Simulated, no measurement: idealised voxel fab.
process module | voxel transistor to metal
cross-section cut | 145 nm wide | cells 5 nm
A cross-section is a grid of square cells, given in bands from the top down. A band is one or more rows of cells.
Each band's line starts with the height of the band's top and of its bottom, in nm. Then come its materials from left to right, each with its width in nm. One material with "throughout" fills the band from edge to edge. "air" is empty space.
Height 0 is the level under which the wafer as received is all one material. The lowest band goes on downwards, as in "0 down".
A width such as "30 to 40" changes by the same amount from each row of cells to the next, from the band's top row to its bottom row.
"no change" after a step means that no cell of the cross-section changed.
closed voids: empty space of 8 cells or more with no open way to the top, each as width x height at its distance from the left edge, in nm
after a step's settings: what the simulator itself notes on the step
overlay nm, on a step with a mask: how far to the right of its planned place the mask lay; to the left if negative
plan
1 op RECEIVE | material Si
2 op OXIDIZE | depth nm 5
3 op CONFORMAL_DEP | material SiN | thk nm 10
4 op DIRECTIONAL_DEP | material aC | thk nm 10
5 op PATTERN | tone cover | mask id ACTIVE | material resist | width nm 115 | thk nm 25 | overlay nm 0
6 op DIRECTIONAL_ETCH | etch materials aC | depth nm 10
7 op STRIP | etch materials resist
8 op DIRECTIONAL_ETCH | etch materials SiN | depth nm 10
9 op DIRECTIONAL_ETCH | etch materials SiO2 | depth nm 5
10 op DIRECTIONAL_ETCH | etch materials Si | depth nm 20
11 op STRIP | etch materials aC
12 op FILL_DEP | material SiO2 | thk nm 5
13 op CMP | height nm 10
14 op SELECTIVE_ETCH | etch materials SiO2 | depth nm 5
15 op STRIP | etch materials SiN
16 op SELECTIVE_ETCH | etch materials SiO2 | depth nm 5
17 op OXIDIZE | depth nm 5
18 op DIRECTIONAL_DEP | material polySi | thk nm 30
19 op DIRECTIONAL_DEP | material SiCN | thk nm 15
20 op PATTERN | tone cover | mask id GATE | material resist | width nm 25 | thk nm 20 | overlay nm 0
21 op DIRECTIONAL_ETCH | etch materials SiCN | depth nm 25
22 op DIRECTIONAL_ETCH | etch materials polySi | depth nm 40
23 op STRIP | etch materials resist
24 op CONFORMAL_DEP | material SiN | thk nm 5
25 op DIRECTIONAL_ETCH | etch materials SiN | depth nm 5
26 op DIRECTIONAL_ETCH | etch materials SiO2 | depth nm 5
27 op DIRECTIONAL_ETCH | etch materials Si | depth nm 10
28 op EPI | material pSi | thk nm 10
29 op FILL_DEP | material SiO2 | thk nm 5
30 op CMP | height nm 25
31 op STRIP | etch materials polySi
32 op SELECTIVE_ETCH | etch materials SiO2 | depth nm 5
33 op CONFORMAL_DEP | material HfO2 | thk nm 5
34 op CONFORMAL_DEP | material TiN | thk nm 5
35 op FILL_DEP | material W | thk nm 10
36 op CMP | height nm 20
37 op DIRECTIONAL_DEP | material SiO2 | thk nm 15
38 op DIRECTIONAL_DEP | material aC | thk nm 15
39 op PATTERN | tone open | mask id CONTACT | material resist | width nm 20 | pitch nm 75 | thk nm 35 | overlay nm 0
40 op DIRECTIONAL_ETCH | etch materials aC | depth nm 15
41 op STRIP | etch materials resist
42 op DIRECTIONAL_ETCH | etch materials SiO2 | depth nm 45
43 op STRIP | etch materials aC
44 op CONFORMAL_DEP | material TiN | thk nm 5
45 op FILL_DEP | material W | thk nm 10
46 op CMP | height nm 35
47 op CONFORMAL_DEP | material SiCN | thk nm 5
48 op DIRECTIONAL_DEP | material lowk | thk nm 15
49 op MASKED_ETCH | tone open | mask id METAL_1 | width nm 20 | pitch nm 75 | etch materials lowk | depth nm 15 | overlay nm 0
50 op MASKED_ETCH | tone open | mask id METAL_1 | width nm 20 | pitch nm 75 | etch materials SiCN | depth nm 5 | overlay nm 0
51 op CONFORMAL_DEP | material TiN | thk nm 5
52 op FILL_DEP | material Ru | thk nm 10
53 op CMP | height nm 55
54 op EPI | material Ru | thk nm 5
55 op FILL_DEP | material SiCN | thk nm 5
first wafer, as planned
as received, after step 1
  0 down: Si throughout
  closed voids: none
after step 2
  0 to -5: SiO2 throughout
  below -5: unchanged
after step 3
  10 to 0: SiN throughout
  below 0: unchanged
after step 4
  20 to 10: aC throughout
  below 10: unchanged
after step 5
  45 to 20: air 15 | resist 115 | air 15
  below 20: unchanged
after step 6
  35 to 20: air 15 | resist 115 | air 15
  20 to 10: air 15 | aC 115 | air 15
  below 10: unchanged
after step 7
  20 to 10: air 15 | aC 115 | air 15
  below 10: unchanged
after step 8
  20 to 10: air 15 | aC 115 | air 15
  10 to 0: air 15 | SiN 115 | air 15
  below 0: unchanged
after step 9
  20 to 10: air 15 | aC 115 | air 15
  10 to 0: air 15 | SiN 115 | air 15
  0 to -5: air 15 | SiO2 115 | air 15
  below -5: unchanged
after step 10
  20 to 10: air 15 | aC 115 | air 15
  10 to 0: air 15 | SiN 115 | air 15
  0 to -5: air 15 | SiO2 115 | air 15
  -5 to -25: air 15 | Si 115 | air 15
  below -25: unchanged
after step 11
  10 to 0: air 15 | SiN 115 | air 15
  below 0: unchanged
after step 12
  15 to 10: SiO2 throughout
  10 to 0: SiO2 15 | SiN 115 | SiO2 15
  0 to -5: SiO2 throughout
  -5 to -25: SiO2 15 | Si 115 | SiO2 15
  below -25: unchanged
after step 13
  10 to 0: SiO2 15 | SiN 115 | SiO2 15
  below 0: unchanged
after step 14
  10 to 5: air 15 | SiN 115 | air 15
  below 5: unchanged
after step 15
  5 to 0: SiO2 15 | air 115 | SiO2 15
  below 0: unchanged
after step 16
  0 to -5: SiO2 10 | air 125 | SiO2 10
  below -5: unchanged
after step 17
  0 to -5: SiO2 10 | air 125 | SiO2 10
  -5 to -10: SiO2 throughout
  below -10: unchanged
after step 18
  30 to 25: polySi 10 | air 125 | polySi 10
  25 to 0: polySi throughout
  0 to -5: SiO2 10 | polySi 125 | SiO2 10
  below -5: unchanged
after step 19
  45 to 40: SiCN 10 | air 125 | SiCN 10
  40 to 30: SiCN throughout
  30 to 25: polySi 10 | SiCN 125 | polySi 10
  below 25: unchanged
after step 20
  65 to 45: air 60 | resist 25 | air 60
  45 to 40: SiCN 10 | air 50 | resist 25 | air 50 | SiCN 10
  below 40: unchanged
after step 21
  65 to 40: air 60 | resist 25 | air 60
  40 to 30: air 60 | SiCN 25 | air 60
  30 to 25: polySi 10 | air 50 | SiCN 25 | air 50 | polySi 10
  below 25: unchanged
after step 22
  65 to 40: air 60 | resist 25 | air 60
  40 to 25: air 60 | SiCN 25 | air 60
  25 to 0: air 60 | polySi 25 | air 60
  0 to -5: SiO2 10 | air 50 | polySi 25 | air 50 | SiO2 10
  below -5: unchanged
after step 23
  40 to 25: air 60 | SiCN 25 | air 60
  below 25: unchanged
after step 24
  45 to 40: air 55 | SiN 35 | air 55
  40 to 25: air 55 | SiN 5 | SiCN 25 | SiN 5 | air 55
  25 to 5: air 55 | SiN 5 | polySi 25 | SiN 5 | air 55
  5 to 0: SiN 15 | air 40 | SiN 5 | polySi 25 | SiN 5 | air 40 | SiN 15
  0 to -5: SiO2 10 | SiN 50 | polySi 25 | SiN 50 | SiO2 10
  below -5: unchanged
after step 25
  40 to 25: air 55 | SiN 5 | SiCN 25 | SiN 5 | air 55
  25 to 0: air 55 | SiN 5 | polySi 25 | SiN 5 | air 55
  0 to -5: SiO2 10 | SiN 5 | air 40 | SiN 5 | polySi 25 | SiN 5 | air 40 | SiN 5 | SiO2 10
  below -5: unchanged
after step 26
  40 to 25: air 55 | SiN 5 | SiCN 25 | SiN 5 | air 55
  25 to 0: air 55 | SiN 5 | polySi 25 | SiN 5 | air 55
  0 to -5: air 10 | SiN 5 | air 40 | SiN 5 | polySi 25 | SiN 5 | air 40 | SiN 5 | air 10
  -5 to -10: SiO2 15 | air 40 | SiO2 35 | air 40 | SiO2 15
  below -10: unchanged
after step 27
  40 to 25: air 55 | SiN 5 | SiCN 25 | SiN 5 | air 55
  25 to 0: air 55 | SiN 5 | polySi 25 | SiN 5 | air 55
  0 to -5: air 10 | SiN 5 | air 40 | SiN 5 | polySi 25 | SiN 5 | air 40 | SiN 5 | air 10
  -5 to -10: SiO2 15 | air 40 | SiO2 35 | air 40 | SiO2 15
  -10 to -20: SiO2 15 | air 40 | Si 35 | air 40 | SiO2 15
  below -20: unchanged
after step 28
  40 to 25: air 55 | SiN 5 | SiCN 25 | SiN 5 | air 55
  25 to 0: air 55 | SiN 5 | polySi 25 | SiN 5 | air 55
  0 to -5: air 10 | SiN 5 | air 30 | pSi 10 | SiN 5 | polySi 25 | SiN 5 | pSi 10 | air 30 | SiN 5 | air 10
  -5 to -10: SiO2 15 | air 30 | pSi 10 | SiO2 35 | pSi 10 | air 30 | SiO2 15
  -10 to -20: SiO2 15 | pSi 40 | Si 35 | pSi 40 | SiO2 15
  below -20: unchanged
after step 29
  45 to 40: SiO2 throughout
  40 to 25: SiO2 55 | SiN 5 | SiCN 25 | SiN 5 | SiO2 55
  25 to 0: SiO2 55 | SiN 5 | polySi 25 | SiN 5 | SiO2 55
  0 to -5: SiO2 10 | SiN 5 | SiO2 30 | pSi 10 | SiN 5 | polySi 25 | SiN 5 | pSi 10 | SiO2 30 | SiN 5 | SiO2 10
  -5 to -10: SiO2 45 | pSi 10 | SiO2 35 | pSi 10 | SiO2 45
  below -10: unchanged
after step 30
  25 to 0: SiO2 55 | SiN 5 | polySi 25 | SiN 5 | SiO2 55
  below 0: unchanged
after step 31
  25 to 0: SiO2 55 | SiN 5 | air 25 | SiN 5 | SiO2 55
  0 to -5: SiO2 10 | SiN 5 | SiO2 30 | pSi 10 | SiN 5 | air 25 | SiN 5 | pSi 10 | SiO2 30 | SiN 5 | SiO2 10
  below -5: unchanged
after step 32
  25 to 20: air 55 | SiN 5 | air 25 | SiN 5 | air 55
  20 to 0: SiO2 55 | SiN 5 | air 25 | SiN 5 | SiO2 55
  0 to -5: SiO2 10 | SiN 5 | SiO2 30 | pSi 10 | SiN 5 | air 25 | SiN 5 | pSi 10 | SiO2 30 | SiN 5 | SiO2 10
  -5 to -10: SiO2 45 | pSi 10 | air 35 | pSi 10 | SiO2 45
  below -10: unchanged
after step 33
  30 to 25: air 50 | HfO2 15 | air 15 | HfO2 15 | air 50
  25 to 20: HfO2 55 | SiN 5 | HfO2 5 | air 15 | HfO2 5 | SiN 5 | HfO2 55
  20 to 0: SiO2 55 | SiN 5 | HfO2 5 | air 15 | HfO2 5 | SiN 5 | SiO2 55
  0 to -5: SiO2 10 | SiN 5 | SiO2 30 | pSi 10 | SiN 5 | HfO2 5 | air 15 | HfO2 5 | SiN 5 | pSi 10 | SiO2 30 | SiN 5 | SiO2 10
  -5 to -10: SiO2 45 | pSi 10 | HfO2 35 | pSi 10 | SiO2 45
  below -10: unchanged
after step 34
  35 to 30: air 45 | TiN 25 | air 5 | TiN 25 | air 45
  30 to 25: TiN 50 | HfO2 15 | TiN 5 | air 5 | TiN 5 | HfO2 15 | TiN 50
  25 to 20: HfO2 55 | SiN 5 | HfO2 5 | TiN 5 | air 5 | TiN 5 | HfO2 5 | SiN 5 | HfO2 55
  20 to 0: SiO2 55 | SiN 5 | HfO2 5 | TiN 5 | air 5 | TiN 5 | HfO2 5 | SiN 5 | SiO2 55
  0 to -5: SiO2 10 | SiN 5 | SiO2 30 | pSi 10 | SiN 5 | HfO2 5 | TiN 15 | HfO2 5 | SiN 5 | pSi 10 | SiO2 30 | SiN 5 | SiO2 10
  below -5: unchanged
after step 35
  45 to 35: W throughout
  35 to 30: W 45 | TiN 25 | W 5 | TiN 25 | W 45
  30 to 25: TiN 50 | HfO2 15 | TiN 5 | W 5 | TiN 5 | HfO2 15 | TiN 50
  25 to 20: HfO2 55 | SiN 5 | HfO2 5 | TiN 5 | W 5 | TiN 5 | HfO2 5 | SiN 5 | HfO2 55
  20 to 0: SiO2 55 | SiN 5 | HfO2 5 | TiN 5 | W 5 | TiN 5 | HfO2 5 | SiN 5 | SiO2 55
  below 0: unchanged
after step 36
  20 to 0: SiO2 55 | SiN 5 | HfO2 5 | TiN 5 | W 5 | TiN 5 | HfO2 5 | SiN 5 | SiO2 55
  below 0: unchanged
after step 37
  35 to 20: SiO2 throughout
  below 20: unchanged
after step 38
  50 to 35: aC throughout
  below 35: unchanged
after step 39
  85 to 50: resist 25 | air 20 | resist 55 | air 20 | resist 25
  below 50: unchanged
after step 40
  70 to 50: resist 25 | air 20 | resist 55 | air 20 | resist 25
  50 to 35: aC 25 | air 20 | aC 55 | air 20 | aC 25
  below 35: unchanged
after step 41
  50 to 35: aC 25 | air 20 | aC 55 | air 20 | aC 25
  below 35: unchanged
after step 42
  50 to 35: aC 25 | air 20 | aC 55 | air 20 | aC 25
  35 to 20: SiO2 25 | air 20 | SiO2 55 | air 20 | SiO2 25
  20 to 0: SiO2 25 | air 20 | SiO2 10 | SiN 5 | HfO2 5 | TiN 5 | W 5 | TiN 5 | HfO2 5 | SiN 5 | SiO2 10 | air 20 | SiO2 25
  0 to -5: SiO2 10 | SiN 5 | SiO2 10 | air 20 | pSi 10 | SiN 5 | HfO2 5 | TiN 15 | HfO2 5 | SiN 5 | pSi 10 | air 20 | SiO2 10 | SiN 5 | SiO2 10
  -5 to -10: SiO2 25 | air 20 | pSi 10 | HfO2 35 | pSi 10 | air 20 | SiO2 25
  below -10: unchanged
after step 43
  35 to 20: SiO2 25 | air 20 | SiO2 55 | air 20 | SiO2 25
  below 20: unchanged
after step 44
  40 to 35: TiN 30 | air 10 | TiN 65 | air 10 | TiN 30
  35 to 20: SiO2 25 | TiN 5 | air 10 | TiN 5 | SiO2 55 | TiN 5 | air 10 | TiN 5 | SiO2 25
  20 to 0: SiO2 25 | TiN 5 | air 10 | TiN 5 | SiO2 10 | SiN 5 | HfO2 5 | TiN 5 | W 5 | TiN 5 | HfO2 5 | SiN 5 | SiO2 10 | TiN 5 | air 10 | TiN 5 | SiO2 25
  0 to -5: SiO2 10 | SiN 5 | SiO2 10 | TiN 5 | air 10 | TiN 5 | pSi 10 | SiN 5 | HfO2 5 | TiN 15 | HfO2 5 | SiN 5 | pSi 10 | TiN 5 | air 10 | TiN 5 | SiO2 10 | SiN 5 | SiO2 10
  -5 to -10: SiO2 25 | TiN 20 | pSi 10 | HfO2 35 | pSi 10 | TiN 20 | SiO2 25
  below -10: unchanged
after step 45
  50 to 40: W throughout
  40 to 35: TiN 30 | W 10 | TiN 65 | W 10 | TiN 30
  35 to 20: SiO2 25 | TiN 5 | W 10 | TiN 5 | SiO2 55 | TiN 5 | W 10 | TiN 5 | SiO2 25
  20 to 0: SiO2 25 | TiN 5 | W 10 | TiN 5 | SiO2 10 | SiN 5 | HfO2 5 | TiN 5 | W 5 | TiN 5 | HfO2 5 | SiN 5 | SiO2 10 | TiN 5 | W 10 | TiN 5 | SiO2 25
  0 to -5: SiO2 10 | SiN 5 | SiO2 10 | TiN 5 | W 10 | TiN 5 | pSi 10 | SiN 5 | HfO2 5 | TiN 15 | HfO2 5 | SiN 5 | pSi 10 | TiN 5 | W 10 | TiN 5 | SiO2 10 | SiN 5 | SiO2 10
  below -5: unchanged
after step 46
  35 to 20: SiO2 25 | TiN 5 | W 10 | TiN 5 | SiO2 55 | TiN 5 | W 10 | TiN 5 | SiO2 25
  below 20: unchanged
after step 47
  40 to 35: SiCN throughout
  below 35: unchanged
after step 48
  55 to 40: lowk throughout
  below 40: unchanged
after step 49
  55 to 40: lowk 25 | air 20 | lowk 55 | air 20 | lowk 25
  below 40: unchanged
after step 50
  55 to 40: lowk 25 | air 20 | lowk 55 | air 20 | lowk 25
  40 to 35: SiCN 25 | air 20 | SiCN 55 | air 20 | SiCN 25
  below 35: unchanged
after step 51
  60 to 55: TiN 30 | air 10 | TiN 65 | air 10 | TiN 30
  55 to 40: lowk 25 | TiN 5 | air 10 | TiN 5 | lowk 55 | TiN 5 | air 10 | TiN 5 | lowk 25
  40 to 35: SiCN 25 | TiN 20 | SiCN 55 | TiN 20 | SiCN 25
  below 35: unchanged
after step 52
  70 to 60: Ru throughout
  60 to 55: TiN 30 | Ru 10 | TiN 65 | Ru 10 | TiN 30
  55 to 40: lowk 25 | TiN 5 | Ru 10 | TiN 5 | lowk 55 | TiN 5 | Ru 10 | TiN 5 | lowk 25
  below 40: unchanged
after step 53
  55 to 40: lowk 25 | TiN 5 | Ru 10 | TiN 5 | lowk 55 | TiN 5 | Ru 10 | TiN 5 | lowk 25
  below 40: unchanged
after step 54
  60 to 55: air 20 | Ru 30 | air 45 | Ru 30 | air 20
  below 55: unchanged
after step 55
  65 to 60: SiCN throughout
  60 to 55: SiCN 20 | Ru 30 | SiCN 45 | Ru 30 | SiCN 20
  below 55: unchanged
second wafer: like start, like plan, one mistake. Through step 19 it matches the first wafer
when step 20 should have ended
  65 to 45: air 55 | resist 25 | air 65
  45 to 40: SiCN 10 | air 45 | resist 25 | air 55 | SiCN 10
  below 40: unchanged
when step 21 should have ended
  65 to 40: air 55 | resist 25 | air 65
  40 to 30: air 55 | SiCN 25 | air 65
  30 to 25: polySi 10 | air 45 | SiCN 25 | air 55 | polySi 10
  below 25: unchanged
when step 22 should have ended
  65 to 40: air 55 | resist 25 | air 65
  40 to 25: air 55 | SiCN 25 | air 65
  25 to 0: air 55 | polySi 25 | air 65
  0 to -5: SiO2 10 | air 45 | polySi 25 | air 55 | SiO2 10
  below -5: unchanged
when step 23 should have ended
  40 to 25: air 55 | SiCN 25 | air 65
  below 25: unchanged
when step 24 should have ended
  45 to 40: air 50 | SiN 35 | air 60
  40 to 25: air 50 | SiN 5 | SiCN 25 | SiN 5 | air 60
  25 to 5: air 50 | SiN 5 | polySi 25 | SiN 5 | air 60
  5 to 0: SiN 15 | air 35 | SiN 5 | polySi 25 | SiN 5 | air 45 | SiN 15
  0 to -5: SiO2 10 | SiN 45 | polySi 25 | SiN 55 | SiO2 10
  below -5: unchanged
when step 25 should have ended
  40 to 25: air 50 | SiN 5 | SiCN 25 | SiN 5 | air 60
  25 to 0: air 50 | SiN 5 | polySi 25 | SiN 5 | air 60
  0 to -5: SiO2 10 | SiN 5 | air 35 | SiN 5 | polySi 25 | SiN 5 | air 45 | SiN 5 | SiO2 10
  below -5: unchanged
when step 26 should have ended
  40 to 25: air 50 | SiN 5 | SiCN 25 | SiN 5 | air 60
  25 to 0: air 50 | SiN 5 | polySi 25 | SiN 5 | air 60
  0 to -5: air 10 | SiN 5 | air 35 | SiN 5 | polySi 25 | SiN 5 | air 45 | SiN 5 | air 10
  -5 to -10: SiO2 15 | air 35 | SiO2 35 | air 45 | SiO2 15
  below -10: unchanged
when step 27 should have ended
  40 to 25: air 50 | SiN 5 | SiCN 25 | SiN 5 | air 60
  25 to 0: air 50 | SiN 5 | polySi 25 | SiN 5 | air 60
  0 to -5: air 10 | SiN 5 | air 35 | SiN 5 | polySi 25 | SiN 5 | air 45 | SiN 5 | air 10
  -5 to -10: SiO2 15 | air 35 | SiO2 35 | air 45 | SiO2 15
  -10 to -20: SiO2 15 | air 35 | Si 35 | air 45 | SiO2 15
  below -20: unchanged
when step 28 should have ended
  40 to 25: air 50 | SiN 5 | SiCN 25 | SiN 5 | air 60
  25 to 0: air 50 | SiN 5 | polySi 25 | SiN 5 | air 60
  0 to -5: air 10 | SiN 5 | air 25 | pSi 10 | SiN 5 | polySi 25 | SiN 5 | pSi 10 | air 35 | SiN 5 | air 10
  -5 to -10: SiO2 15 | air 25 | pSi 10 | SiO2 35 | pSi 10 | air 35 | SiO2 15
  -10 to -20: SiO2 15 | pSi 35 | Si 35 | pSi 45 | SiO2 15
  below -20: unchanged
when step 29 should have ended
  45 to 40: SiO2 throughout
  40 to 25: SiO2 50 | SiN 5 | SiCN 25 | SiN 5 | SiO2 60
  25 to 0: SiO2 50 | SiN 5 | polySi 25 | SiN 5 | SiO2 60
  0 to -5: SiO2 10 | SiN 5 | SiO2 25 | pSi 10 | SiN 5 | polySi 25 | SiN 5 | pSi 10 | SiO2 35 | SiN 5 | SiO2 10
  -5 to -10: SiO2 40 | pSi 10 | SiO2 35 | pSi 10 | SiO2 50
  below -10: unchanged
when step 30 should have ended
  25 to 0: SiO2 50 | SiN 5 | polySi 25 | SiN 5 | SiO2 60
  below 0: unchanged
when step 31 should have ended
  25 to 0: SiO2 50 | SiN 5 | air 25 | SiN 5 | SiO2 60
  0 to -5: SiO2 10 | SiN 5 | SiO2 25 | pSi 10 | SiN 5 | air 25 | SiN 5 | pSi 10 | SiO2 35 | SiN 5 | SiO2 10
  below -5: unchanged
when step 32 should have ended
  25 to 20: air 50 | SiN 5 | air 25 | SiN 5 | air 60
  20 to 0: SiO2 50 | SiN 5 | air 25 | SiN 5 | SiO2 60
  0 to -5: SiO2 10 | SiN 5 | SiO2 25 | pSi 10 | SiN 5 | air 25 | SiN 5 | pSi 10 | SiO2 35 | SiN 5 | SiO2 10
  -5 to -10: SiO2 40 | pSi 10 | air 35 | pSi 10 | SiO2 50
  below -10: unchanged
when step 33 should have ended
  30 to 25: air 45 | HfO2 15 | air 15 | HfO2 15 | air 55
  25 to 20: HfO2 50 | SiN 5 | HfO2 5 | air 15 | HfO2 5 | SiN 5 | HfO2 60
  20 to 0: SiO2 50 | SiN 5 | HfO2 5 | air 15 | HfO2 5 | SiN 5 | SiO2 60
  0 to -5: SiO2 10 | SiN 5 | SiO2 25 | pSi 10 | SiN 5 | HfO2 5 | air 15 | HfO2 5 | SiN 5 | pSi 10 | SiO2 35 | SiN 5 | SiO2 10
  -5 to -10: SiO2 40 | pSi 10 | HfO2 35 | pSi 10 | SiO2 50
  below -10: unchanged
when step 34 should have ended
  35 to 30: air 40 | TiN 25 | air 5 | TiN 25 | air 50
  30 to 25: TiN 45 | HfO2 15 | TiN 5 | air 5 | TiN 5 | HfO2 15 | TiN 55
  25 to 20: HfO2 50 | SiN 5 | HfO2 5 | TiN 5 | air 5 | TiN 5 | HfO2 5 | SiN 5 | HfO2 60
  20 to 0: SiO2 50 | SiN 5 | HfO2 5 | TiN 5 | air 5 | TiN 5 | HfO2 5 | SiN 5 | SiO2 60
  0 to -5: SiO2 10 | SiN 5 | SiO2 25 | pSi 10 | SiN 5 | HfO2 5 | TiN 15 | HfO2 5 | SiN 5 | pSi 10 | SiO2 35 | SiN 5 | SiO2 10
  below -5: unchanged
when step 35 should have ended
  45 to 35: W throughout
  35 to 30: W 40 | TiN 25 | W 5 | TiN 25 | W 50
  30 to 25: TiN 45 | HfO2 15 | TiN 5 | W 5 | TiN 5 | HfO2 15 | TiN 55
  25 to 20: HfO2 50 | SiN 5 | HfO2 5 | TiN 5 | W 5 | TiN 5 | HfO2 5 | SiN 5 | HfO2 60
  20 to 0: SiO2 50 | SiN 5 | HfO2 5 | TiN 5 | W 5 | TiN 5 | HfO2 5 | SiN 5 | SiO2 60
  below 0: unchanged
when step 36 should have ended
  20 to 0: SiO2 50 | SiN 5 | HfO2 5 | TiN 5 | W 5 | TiN 5 | HfO2 5 | SiN 5 | SiO2 60
  below 0: unchanged
when step 37 should have ended
  35 to 20: SiO2 throughout
  below 20: unchanged
when step 38 should have ended
  50 to 35: aC throughout
  below 35: unchanged
when step 39 should have ended
  85 to 50: resist 25 | air 20 | resist 55 | air 20 | resist 25
  below 50: unchanged
when step 40 should have ended
  70 to 50: resist 25 | air 20 | resist 55 | air 20 | resist 25
  50 to 35: aC 25 | air 20 | aC 55 | air 20 | aC 25
  below 35: unchanged
when step 41 should have ended
  50 to 35: aC 25 | air 20 | aC 55 | air 20 | aC 25
  below 35: unchanged
when step 42 should have ended
  50 to 35: aC 25 | air 20 | aC 55 | air 20 | aC 25
  35 to 20: SiO2 25 | air 20 | SiO2 55 | air 20 | SiO2 25
  20 to 0: SiO2 25 | air 20 | SiO2 5 | SiN 5 | HfO2 5 | TiN 5 | W 5 | TiN 5 | HfO2 5 | SiN 5 | SiO2 15 | air 20 | SiO2 25
  0 to -5: SiO2 10 | SiN 5 | SiO2 10 | air 15 | pSi 10 | SiN 5 | HfO2 5 | TiN 15 | HfO2 5 | SiN 5 | pSi 10 | SiO2 5 | air 20 | SiO2 10 | SiN 5 | SiO2 10
  -5 to -10: SiO2 25 | air 15 | pSi 10 | HfO2 35 | pSi 10 | SiO2 5 | air 20 | SiO2 25
  below -10: unchanged
when step 43 should have ended
  35 to 20: SiO2 25 | air 20 | SiO2 55 | air 20 | SiO2 25
  below 20: unchanged
when step 44 should have ended
  40 to 35: TiN 30 | air 10 | TiN 65 | air 10 | TiN 30
  35 to 20: SiO2 25 | TiN 5 | air 10 | TiN 5 | SiO2 55 | TiN 5 | air 10 | TiN 5 | SiO2 25
  20 to 5: SiO2 25 | TiN 5 | air 10 | TiN 5 | SiO2 5 | SiN 5 | HfO2 5 | TiN 5 | W 5 | TiN 5 | HfO2 5 | SiN 5 | SiO2 15 | TiN 5 | air 10 | TiN 5 | SiO2 25
  5 to 0: SiO2 25 | TiN 5 | air 5 | TiN 10 | SiO2 5 | SiN 5 | HfO2 5 | TiN 5 | W 5 | TiN 5 | HfO2 5 | SiN 5 | SiO2 15 | TiN 5 | air 10 | TiN 5 | SiO2 25
  0 to -5: SiO2 10 | SiN 5 | SiO2 10 | TiN 5 | air 5 | TiN 5 | pSi 10 | SiN 5 | HfO2 5 | TiN 15 | HfO2 5 | SiN 5 | pSi 10 | SiO2 5 | TiN 5 | air 10 | TiN 5 | SiO2 10 | SiN 5 | SiO2 10
  -5 to -10: SiO2 25 | TiN 15 | pSi 10 | HfO2 35 | pSi 10 | SiO2 5 | TiN 20 | SiO2 25
  below -10: unchanged
when step 45 should have ended
  50 to 40: W throughout
  40 to 35: TiN 30 | W 10 | TiN 65 | W 10 | TiN 30
  35 to 20: SiO2 25 | TiN 5 | W 10 | TiN 5 | SiO2 55 | TiN 5 | W 10 | TiN 5 | SiO2 25
  20 to 5: SiO2 25 | TiN 5 | W 10 | TiN 5 | SiO2 5 | SiN 5 | HfO2 5 | TiN 5 | W 5 | TiN 5 | HfO2 5 | SiN 5 | SiO2 15 | TiN 5 | W 10 | TiN 5 | SiO2 25
  5 to 0: SiO2 25 | TiN 5 | W 5 | TiN 10 | SiO2 5 | SiN 5 | HfO2 5 | TiN 5 | W 5 | TiN 5 | HfO2 5 | SiN 5 | SiO2 15 | TiN 5 | W 10 | TiN 5 | SiO2 25
  0 to -5: SiO2 10 | SiN 5 | SiO2 10 | TiN 5 | W 5 | TiN 5 | pSi 10 | SiN 5 | HfO2 5 | TiN 15 | HfO2 5 | SiN 5 | pSi 10 | SiO2 5 | TiN 5 | W 10 | TiN 5 | SiO2 10 | SiN 5 | SiO2 10
  below -5: unchanged
when step 46 should have ended
  35 to 20: SiO2 25 | TiN 5 | W 10 | TiN 5 | SiO2 55 | TiN 5 | W 10 | TiN 5 | SiO2 25
  below 20: unchanged
when step 47 should have ended
  40 to 35: SiCN throughout
  below 35: unchanged
when step 48 should have ended
  55 to 40: lowk throughout
  below 40: unchanged
when step 49 should have ended
  55 to 40: lowk 25 | air 20 | lowk 55 | air 20 | lowk 25
  below 40: unchanged
when step 50 should have ended
  55 to 40: lowk 25 | air 20 | lowk 55 | air 20 | lowk 25
  40 to 35: SiCN 25 | air 20 | SiCN 55 | air 20 | SiCN 25
  below 35: unchanged
when step 51 should have ended
  60 to 55: TiN 30 | air 10 | TiN 65 | air 10 | TiN 30
  55 to 40: lowk 25 | TiN 5 | air 10 | TiN 5 | lowk 55 | TiN 5 | air 10 | TiN 5 | lowk 25
  40 to 35: SiCN 25 | TiN 20 | SiCN 55 | TiN 20 | SiCN 25
  below 35: unchanged
when step 52 should have ended
  70 to 60: Ru throughout
  60 to 55: TiN 30 | Ru 10 | TiN 65 | Ru 10 | TiN 30
  55 to 40: lowk 25 | TiN 5 | Ru 10 | TiN 5 | lowk 55 | TiN 5 | Ru 10 | TiN 5 | lowk 25
  below 40: unchanged
when step 53 should have ended
  55 to 40: lowk 25 | TiN 5 | Ru 10 | TiN 5 | lowk 55 | TiN 5 | Ru 10 | TiN 5 | lowk 25
  below 40: unchanged
when step 54 should have ended
  60 to 55: air 20 | Ru 30 | air 45 | Ru 30 | air 20
  below 55: unchanged
when step 55 should have ended
  65 to 60: SiCN throughout
  60 to 55: SiCN 20 | Ru 30 | SiCN 45 | Ru 30 | SiCN 20
  below 55: unchanged
what went wrong: step 20 ran as: op PATTERN | tone cover | mask id GATE | material resist | width nm 25 | thk nm 20 | overlay nm -5
at the end the second wafer has, in cells: 2 more of SiO2 | 2 fewer of W
